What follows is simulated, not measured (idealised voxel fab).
Proc. module: voxel lift off
Xsec cut, 215 nm wide, square cell size 5 nm.
Just so we're on the same page, the cross-sections are grids of square cells, and they're listed out in bands top to bottom, each band one or more rows deep.
Each band's line starts with the height of the band's top and of its bottom, in nm. Then come its materials from left to right, each with its width in nm. One material with "edge to edge" fills the band from edge to edge. "blank" is empty space.
Heads up on the height convention: 0 is the point under which the incoming wafer is all one material, and the lowest band has no bottom, it just keeps going down, like "0 down".
Read "30..40" as a graded width: first number on top, second number at the bottom, same change between each pair of neighbouring rows.
What does "no change" mean for a step? It means no cell of the cross-section changed in that step.
Entry "Closed void inventory" = empty spaces >= 8 cells with no open way to the top; each as width x height at distance, distance from left edge, all nm.
Post-settings text on a step line: simulator's own remark regarding the step.
The "overlay nm" setting may appear on a step's line; for a step that uses a mask, it gives how far to the right of its planned position the mask lay, and a negative value indicates the left.

[The process steps that were planned are listed below]
- 1: RECEIVE [material Si]
- 2: CONFORMAL_DEP [material Al2O3] [thk nm 15]
- 3: PATTERN [tone open] [mask id LINES] [material resist] [width nm 15] [pitch nm 30] [thk nm 20] [overlay nm 0]
- 4: DIRECTIONAL_DEP [material Ru] [thk nm 10]
- 5: STRIP [etch materials resist]
- 6: CONFORMAL_DEP [material SiO2] [thk nm 5]

[Here's what the wafer looked like in cross-section when it arrived - that's after step 1]
    0 down | Si edge to edge
    Closed void inventory: none

[Same starting wafer, same plan as above, one mistake in the execution; this is the cross-section at the end of the module]
    30 to 25 | SiO2: 90 / blank: 5 / SiO2: 25 / blank: 5 / SiO2: 90
    25 to 20 | Ru: 85 / SiO2: 5 / blank: 5 / SiO2: 5 / Ru: 15 / SiO2: 5 / blank: 5 / SiO2: 5 / Ru: 85
    20 to 15 | Ru: 85 / SiO2: 15 / Ru: 15 / SiO2: 15 / Ru: 85
    15 to 0 | Al2O3 edge to edge
    0 down | Si edge to edge
    Closed void inventory: none
What was the processing mistake? step 3 ran differently from the plan; actual operation with settings: PATTERN [tone cover] [mask id LINES] [material resist] [width nm 15] [pitch nm 30] [thk nm 20] [overlay nm 0]
